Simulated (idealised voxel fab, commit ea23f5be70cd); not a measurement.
Name of the process module below: voxel trench capacitor
Square cells of 5 nm make up the cross-section cut, whose width is 260 nm.
Square cells in a grid make up a cross-section in this document, and the grid is given as bands, listed from the top down, each one or more rows of cells. In this notation a band is specified by the heights of its top and bottom, in that order and in nm, after which its materials appear from left to right, each paired with its width in nm. The word "all across" attached to a single material means that material fills the band from edge to edge; the word "empty" stands for empty space. Height reference: 0 = level under which incoming wafer is all one material. Lowest band: no bottom, runs on downward, e.g. "0 nm and below". A width such as "30->40" changes by the same amount from each row of cells to the next, from the band's top row to its bottom row. When a step is marked "nothing altered", none of the cells in the cross-section changed during that step. Closed-off voids of 8+ cells (no open route to the top) go in "Unvented cavities", written width x height at distance from the left edge, in nm. Past the settings on a step's line: simulator remark, on that step. On any step carrying a mask, the "overlay nm" setting, if present on the step's line, tells how far right of its planned place the mask lay; negative values point to the left.

Here's what the planned process steps look like
1. RECEIVE: material Si
2. CONFORMAL_DEP: material SiN, thk nm 5
3. DIRECTIONAL_DEP: material aC, thk nm 15
4. PATTERN: tone open, mask id TRENCH, material resist, width nm 25, pitch nm 45, thk nm 30, overlay nm 0
5. DIRECTIONAL_ETCH: etch materials aC, depth nm 15
6. STRIP: etch materials resist
7. DIRECTIONAL_ETCH: etch materials SiN, depth nm 5
8. DIRECTIONAL_ETCH: etch materials Si, depth nm 35
9. STRIP: etch materials aC
10. CONFORMAL_DEP: material Al2O3, thk nm 5
11. FILL_DEP: material polySi, thk nm 10
12. CMP: height nm 5

Cross-section of the wafer upon arrival, representing the state reached after step 1
  0 nm and below  Si all across
  Unvented cavities: none

The module was run from the start shown above using the plan shown above, but one mistake was made doing it; the resulting wafer cross-section is below
  20 nm to 10 nm  polySi all across
  10 nm to 5 nm  75 Al2O3; 15 polySi; 30 Al2O3; 15 polySi; 30 Al2O3; 15 polySi; 80 Al2O3
  5 nm to 0 nm  70 SiN; 5 Al2O3; 15 polySi; 5 Al2O3; 20 SiN; 5 Al2O3; 15 polySi; 5 Al2O3; 20 SiN; 5 Al2O3; 15 polySi; 5 Al2O3; 75 SiN
  0 nm to -30 nm  70 Si; 5 Al2O3; 15 polySi; 5 Al2O3; 20 Si; 5 Al2O3; 15 polySi; 5 Al2O3; 20 Si; 5 Al2O3; 15 polySi; 5 Al2O3; 75 Si
  -30 nm to -35 nm  70 Si; 25 Al2O3; 20 Si; 25 Al2O3; 20 Si; 25 Al2O3; 75 Si
  -35 nm and below  Si all across
  Unvented cavities: none
Run error: step 12 of the plan never got run, it was skipped over
